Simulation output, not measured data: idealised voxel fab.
You're looking at the process module voxel transistor to metal.
Shown is cross-section cut, with a width of 150 nm and square cells of size 5 nm.
Cross-section = grid of square cells, listed top down in bands; band = one or more rows. Top, bottom (nm), then materials left to right with widths (nm); lone material tagged "full width" fills the whole band edge to edge; "blank" = empty space. All heights in this document are referenced to 0, defined as the level beneath which the wafer, as received, consists entirely of one material. The lowest band is not bounded below; it extends indefinitely downward and is written in the form "0 -> down". The width entry "30 to 40" should be interpreted row by row: the top row of cells in the band takes the first number, the bottom row takes the second number, and the change between adjacent rows is uniform throughout. You'll sometimes find "no modifications" written for a step, and that's the way of saying that nowhere in the cross-section did a cell change during that step. The list in "Enclosed internal cavities" covers empty spaces of 8 cells or more that cannot reach the top through any open way, and it gives each as width x height at distance; the distance is from the left edge, and width, height and distance are in nm. Text after the settings on a step's line: the simulator's own remark on that step. "overlay nm" answers the question of how far to the right of plan the mask lay on a step that has a mask, and when it is negative the answer is to the left.

Here's what the planned process steps look like:
| 1 | RECEIVE with material Si |
| 2 | CONFORMAL_DEP with material SiO2, thk nm 5 |
| 3 | CONFORMAL_DEP with material SiN, thk nm 10 |
| 4 | PATTERN with tone cover, mask id ACTIVE, material resist, width nm 90, thk nm 15, overlay nm 0 |
| 5 | DIRECTIONAL_ETCH with etch materials SiN, depth nm 10 |
| 6 | DIRECTIONAL_ETCH with etch materials SiO2, depth nm 5 |
| 7 | DIRECTIONAL_ETCH with etch materials Si, depth nm 30 |
| 8 | STRIP with etch materials resist |
| 9 | FILL_DEP with material SiO2, thk nm 5 |
| 10 | CMP with height nm 15 |
| 11 | SELECTIVE_ETCH with etch materials SiO2, depth nm 5 |
| 12 | STRIP with etch materials SiN |
| 13 | SELECTIVE_ETCH with etch materials SiO2, depth nm 5 |
| 14 | OXIDIZE with depth nm 5 |
| 15 | DIRECTIONAL_DEP with material polySi, thk nm 30 |
| 16 | DIRECTIONAL_DEP with material SiCN, thk nm 15 |
| 17 | DIRECTIONAL_DEP with material aC, thk nm 15 |
| 18 | PATTERN with tone cover, mask id GATE, material resist, width nm 20, thk nm 35, overlay nm 0 |
| 19 | DIRECTIONAL_ETCH with etch materials aC, depth nm 15 |
| 20 | STRIP with etch materials resist |
| 21 | DIRECTIONAL_ETCH with etch materials SiCN, depth nm 25 |
| 22 | DIRECTIONAL_ETCH with etch materials polySi, depth nm 40 |
| 23 | STRIP with etch materials aC |
| 24 | CONFORMAL_DEP with material SiN, thk nm 5 |
| 25 | DIRECTIONAL_ETCH with etch materials SiN, depth nm 5 |
| 26 | DIRECTIONAL_ETCH with etch materials SiO2, depth nm 5 |
| 27 | DIRECTIONAL_ETCH with etch materials Si, depth nm 10 |
| 28 | EPI with material SiGe, thk nm 15 |
| 29 | FILL_DEP with material SiO2, thk nm 10 |
| 30 | CMP with height nm 45 |
| 31 | DIRECTIONAL_DEP with material SiO2, thk nm 15 |
| 32 | DIRECTIONAL_DEP with material aC, thk nm 15 |
| 33 | PATTERN with tone open, mask id CONTACT, material resist, width nm 15, pitch nm 65, thk nm 35, overlay nm 0 |
| 34 | DIRECTIONAL_ETCH with etch materials aC, depth nm 15 |
| 35 | STRIP with etch materials resist |
| 36 | DIRECTIONAL_ETCH with etch materials SiO2, depth nm 60 |
| 37 | STRIP with etch materials aC |
| 38 | CONFORMAL_DEP with material TiN, thk nm 5 |
| 39 | FILL_DEP with material Ru, thk nm 5 |
| 40 | CMP with height nm 60 |
| 41 | CONFORMAL_DEP with material SiN, thk nm 5 |
| 42 | DIRECTIONAL_DEP with material SiO2, thk nm 25 |
| 43 | MASKED_ETCH with tone open, mask id METAL_1, width nm 15, pitch nm 65, etch materials SiO2, depth nm 25, overlay nm 0 |
| 44 | MASKED_ETCH with tone open, mask id METAL_1, width nm 15, pitch nm 65, etch materials SiN, depth nm 5, overlay nm 0 |
| 45 | CONFORMAL_DEP with material TiN, thk nm 5 |
| 46 | FILL_DEP with material Ru, thk nm 5 |
| 47 | CMP with height nm 90 |
| 48 | CONFORMAL_DEP with material SiCN, thk nm 5 |

Here's what the wafer looked like in cross-section when it arrived - that's after step 1:
    0 -> down  Si full width
    Enclosed internal cavities: none

The module was run from the start shown above using the plan shown above, but one mistake was made doing it; the resulting wafer cross-section is below:
    95 -> 90  SiCN full width
    90 -> 65  SiO2=35  TiN=5  Ru=5  TiN=5  SiO2=50  TiN=5  Ru=5  TiN=5  SiO2=35
    65 -> 60  SiN=35  TiN=15  SiN=50  TiN=15  SiN=35
    60 -> 45  SiO2=35  TiN=5  Ru=5  TiN=5  SiO2=50  TiN=5  Ru=5  TiN=5  SiO2=35
    45 -> 30  SiO2=35  TiN=5  Ru=5  TiN=5  SiO2=10  SiN=5  SiCN=20  SiN=5  SiO2=10  TiN=5  Ru=5  TiN=5  SiO2=35
    30 -> 5  SiO2=35  TiN=5  Ru=5  TiN=5  SiO2=10  SiN=5  polySi=20  SiN=5  SiO2=10  TiN=5  Ru=5  TiN=5  SiO2=35
    5 -> 0  SiO2=25  SiN=5  SiO2=5  TiN=15  SiO2=10  SiN=5  polySi=20  SiN=5  SiO2=10  TiN=15  SiO2=5  SiN=5  SiO2=25
    0 -> -15  SiO2 full width
    -15 -> -30  SiO2=30  Si=90  SiO2=30
    -30 -> down  Si full width
    Enclosed internal cavities: none
What was done differently from what was planned? step 14 did not use the planned setting and instead ran as OXIDIZE with depth nm 15
